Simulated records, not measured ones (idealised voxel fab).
Herein follows the process module entitled voxel ribs on slabs.
In the cross-section labelled cut, the width is 195 nm and each square cell is 5 nm.
This document writes a cross-section as a grid whose cells are square, and gives it as bands, listed from the top down; one or more rows of cells form a band.
Quick guide to a band line: top height, bottom height (nm) up front; then every material left to right with its width in nm. Only one material and it's marked "full width"? Then it fills the band edge to edge. And "air" just means empty space.
Height reference: 0 = level under which incoming wafer is all one material. Lowest band: no bottom, runs on downward, e.g. "0..down".
A two-number width, for instance "30..40", indicates that the width is equal to the first number in the top row of the band and to the second number in the bottom row, and that it changes by a constant amount per row of cells.
The designation "no alterations made", where it is given for a processing step, indicates that no cell of the cross-section was altered in the course of that step.
"Unvented internal voids": sealed empty spaces, 8 cells or more, no open way to top, listed width x height at distance, with distance from the left edge and width, height and distance in nm.
after a step's settings: what the simulator itself notes on the step
The setting "overlay nm" may be written on the line of a step. When the step uses a mask, the value reports how far to the right of the planned place the mask lay, and a negative value reports that it lay to the left.
Listed below are the process steps as planned:
1. RECEIVE [material Si]
2. DIRECTIONAL_DEP [material SiO2] [thk nm 30]
3. DIRECTIONAL_DEP [material SiN] [thk nm 25]
4. PATTERN [tone cover] [mask id RIB] [material resist] [width nm 30] [thk nm 15] [overlay nm 0]
5. DIRECTIONAL_ETCH [etch materials SiN] [depth nm 15]
6. STRIP [etch materials resist]
7. DIRECTIONAL_DEP [material aC] [thk nm 10]
8. PATTERN [tone cover] [mask id SLAB] [material resist] [width nm 70] [thk nm 25] [overlay nm 0]
9. DIRECTIONAL_ETCH [etch materials aC] [depth nm 10]
10. STRIP [etch materials resist]
11. DIRECTIONAL_ETCH [etch materials SiN] [depth nm 5]
12. STRIP [etch materials aC]
13. FILL_DEP [material SiO2] [thk nm 25]
14. CMP [height nm 70]
15. DIRECTIONAL_DEP [material W] [thk nm 10]
16. DIRECTIONAL_DEP [material aC] [thk nm 15]
17. PATTERN [tone cover] [mask id HEATER] [material resist] [width nm 40] [thk nm 35] [overlay nm 0]
18. DIRECTIONAL_ETCH [etch materials aC] [depth nm 15]
19. STRIP [etch materials resist]
20. DIRECTIONAL_ETCH [etch materials W] [depth nm 10]
21. STRIP [etch materials aC]
22. CONFORMAL_DEP [material SiO2] [thk nm 10]
Same starting wafers, different depth nm at step 11. Plan value belongs to the first wafer.
The first of several wafers as received, shown in cross-section; this is its state after step 1:
> 0..down  Si full width
> Unvented internal voids: none
Cross-section of the first of several wafers, taken after step 22, where the module ends:
> 90..80  65 of air / 60 of SiO2 / 70 of air
> 80..70  75 of SiO2 / 40 of W / 80 of SiO2
> 70..55  SiO2 full width
> 55..40  80 of SiO2 / 30 of SiN / 85 of SiO2
> 40..35  60 of SiO2 / 70 of SiN / 65 of SiO2
> 35..30  SiN full width
> 30..0  SiO2 full width
> 0..down  Si full width
> Unvented internal voids: none
Showing the last wafer in cross-section at the end of the module:
> 90..80  65 of air / 60 of SiO2 / 70 of air
> 80..70  75 of SiO2 / 40 of W / 80 of SiO2
> 70..55  SiO2 full width
> 55..40  80 of SiO2 / 30 of SiN / 85 of SiO2
> 40..30  60 of SiO2 / 70 of SiN / 65 of SiO2
> 30..0  SiO2 full width
> 0..down  Si full width
> Unvented internal voids: none
Gained (+) or lost (-) cells of each material since receipt, then closed voids: one row per wafer, at the end of the module:
depth nm 5 | +71 SiN | +561 SiO2 | +16 W | Unvented internal voids: none
depth nm 10 | +46 SiN | +586 SiO2 | +16 W | Unvented internal voids: none
depth nm 15 | +46 SiN | +586 SiO2 | +16 W | Unvented internal voids: none
depth nm 20 | +46 SiN | +586 SiO2 | +16 W | Unvented internal voids: none
depth nm 25 | +46 SiN | +586 SiO2 | +16 W | Unvented internal voids: none
